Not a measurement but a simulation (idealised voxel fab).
The process module presented herein is designated voxel spacer lines.
Pictured: cross-section cut, 175 nm wide, on a grid of 5 nm square cells.
Cross-section layout: square cells on a grid; listed as bands, top to bottom; a band spans one or more cell rows. Look at the band entry: it leads with the top's height and the bottom's height in nm. Then it lists the materials left to right, with a width in nm for each. The word "full width" on a single material says that material fills the band edge to edge. The word "blank" is empty space. For the purposes of this specification, 0 denotes the height below which the wafer in its as-received condition is composed wholly of one material, and the lowermost band, lacking a lower limit, extends downward without end, as expressed in "0 nm and below". The width entry "30 to 40" should be interpreted row by row: the top row of cells in the band takes the first number, the bottom row takes the second number, and the change between adjacent rows is uniform throughout. It should be understood that the words "identical to before", when stated for a given step, signify that the cross-section underwent no change in any of its cells during that step. In the "Closed void register" entry, you get each enclosed empty space of 8 cells or more, one with no open way to the top, written width x height at distance, distance from the left edge, in nm. Read whatever lies past the settings on a step's line as the simulator's own remark about the step. "overlay nm", when on a step's line for a step with a mask, measures how far to the right of its planned place the mask lay; a negative measure means to the left.
PLAN
1,RECEIVE, material Si
2,CONFORMAL_DEP, material Al2O3, thk nm 10
3,DIRECTIONAL_DEP, material TiN, thk nm 15
4,DIRECTIONAL_DEP, material polySi, thk nm 25
5,PATTERN, tone cover, mask id MANDREL, material resist, width nm 25, pitch nm 70, thk nm 30, overlay nm 0
6,DIRECTIONAL_ETCH, etch materials polySi, depth nm 25
7,STRIP, etch materials resist
8,CONFORMAL_DEP, material SiN, thk nm 10
9,DIRECTIONAL_ETCH, etch materials SiN, depth nm 5
10,STRIP, etch materials polySi
11,DIRECTIONAL_ETCH, etch materials TiN, depth nm 15
12,STRIP, etch materials SiN
varied across the wafers: depth nm of step 9. The plan shows the first wafer's value. All wafers start alike
CUT THROUGH THE FIRST OF SEVERAL WAFERS AS RECEIVED, POST STEP 1
> 0 nm and below: Si full width
> Closed void register: none
BELOW: A ROW PER WAFER. CONTENTS AT END OF MODULE: FOR EVERY MATERIAL, CELLS GAINED SINCE RECEIPT (+) OR LOST SINCE RECEIPT (-); THEN CLOSED VOIDS
depth nm 5, +70 Al2O3, +105 TiN, +50 polySi, Closed void register: none
depth nm 10, +70 Al2O3, +24 TiN, Closed void register: none
depth nm 15, +70 Al2O3, +24 TiN, Closed void register: none
depth nm 20, +70 Al2O3, +24 TiN, Closed void register: none
depth nm 25, +70 Al2O3, +24 TiN, Closed void register: none
